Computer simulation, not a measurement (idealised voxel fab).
process module | voxel self aligned vias
In the cross-section labelled cut, the width is 300 nm and each square cell is 5 nm.
Each cross-section below is a grid of square cells, stated as bands in top-down order, with one or more rows of cells making up each band.
Band entry format. Leading values: height of top, height of bottom, nm. Remainder: materials in left-to-right order, each with its width in nm. Special words: "full width" on a single material, which then fills the band edge to edge; "empty", empty space.
Height reference: 0 = level under which incoming wafer is all one material. Lowest band: no bottom, runs on downward, e.g. "0 and below".
The two numbers in a width such as "30..40" mark its ends across the band: the first belongs to the top row of cells, the second to the bottom row, and from each row to the next the width moves by the same amount.
"changes: none" -> step changed no cross-section cell.
Under "Enclosed cavity list" you'll find the enclosed gaps, the ones with no way out to the top, that are 8 cells or bigger; each reads width x height at distance, with distance counted from the left edge, everything in nm.
Step line, after settings: the simulator's comment on this step.
overlay nm, on a step with a mask: how far to the right of its planned place the mask lay; to the left if negative
# The steps planned for the process are as follows
1. RECEIVE: material Si
2. CONFORMAL_DEP: material SiO2, thk nm 15
3. CONFORMAL_DEP: material SiCN, thk nm 5
4. DIRECTIONAL_DEP: material SiO2, thk nm 30
5. MASKED_ETCH: tone open, mask id LINES, width nm 30, pitch nm 55, etch materials SiO2, depth nm 30, overlay nm 0
6. CONFORMAL_DEP: material TiN, thk nm 5
7. FILL_DEP: material Ru, thk nm 10
8. CMP: height nm 50
9. SELECTIVE_ETCH: etch materials W Ru TiN, depth nm 10
10. FILL_DEP: material SiN, thk nm 5
11. CMP: height nm 50
12. DIRECTIONAL_DEP: material SiO2, thk nm 15
13. PATTERN: tone open, mask id VIAS, material resist, width nm 40, pitch nm 110, thk nm 20, overlay nm 0
14. DIRECTIONAL_ETCH: etch materials SiO2, depth nm 15
15. DIRECTIONAL_ETCH: etch materials SiN, depth nm 10
16. STRIP: etch materials resist
17. CONFORMAL_DEP: material TiN, thk nm 5
18. FILL_DEP: material Cu, thk nm 5
19. CMP: height nm 65
20. CONFORMAL_DEP: material SiN, thk nm 5
# Delivered wafer in cross-section: state after step 1
  0 and below = Si full width
  Enclosed cavity list: none
# Final cross-section, module run with one mistake (start and plan as above)
  70 down to 65 = SiN full width
  65 down to 55 = SiO2 75, TiN 5, Cu 30, TiN 5, SiO2 70, TiN 5, Cu 30, TiN 5, SiO2 75
  55 down to 50 = SiO2 75, TiN 40, SiO2 70, TiN 40, SiO2 75
  50 down to 40 = SiO2 80, W 30, SiO2 25, W 30, SiO2 25, W 30, SiO2 80
  40 down to 25 = SiO2 80, TiN 5, Ru 20, TiN 5, SiO2 25, TiN 5, Ru 20, TiN 5, SiO2 25, TiN 5, Ru 20, TiN 5, SiO2 80
  25 down to 20 = SiO2 80, TiN 30, SiO2 25, TiN 30, SiO2 25, TiN 30, SiO2 80
  20 down to 15 = SiCN full width
  15 down to 0 = SiO2 full width
  0 and below = Si full width
  Enclosed cavity list: none
The mistake made against the process plan was this: step 10, actual vs plan mismatch, actual run FILL_DEP: material W, thk nm 5
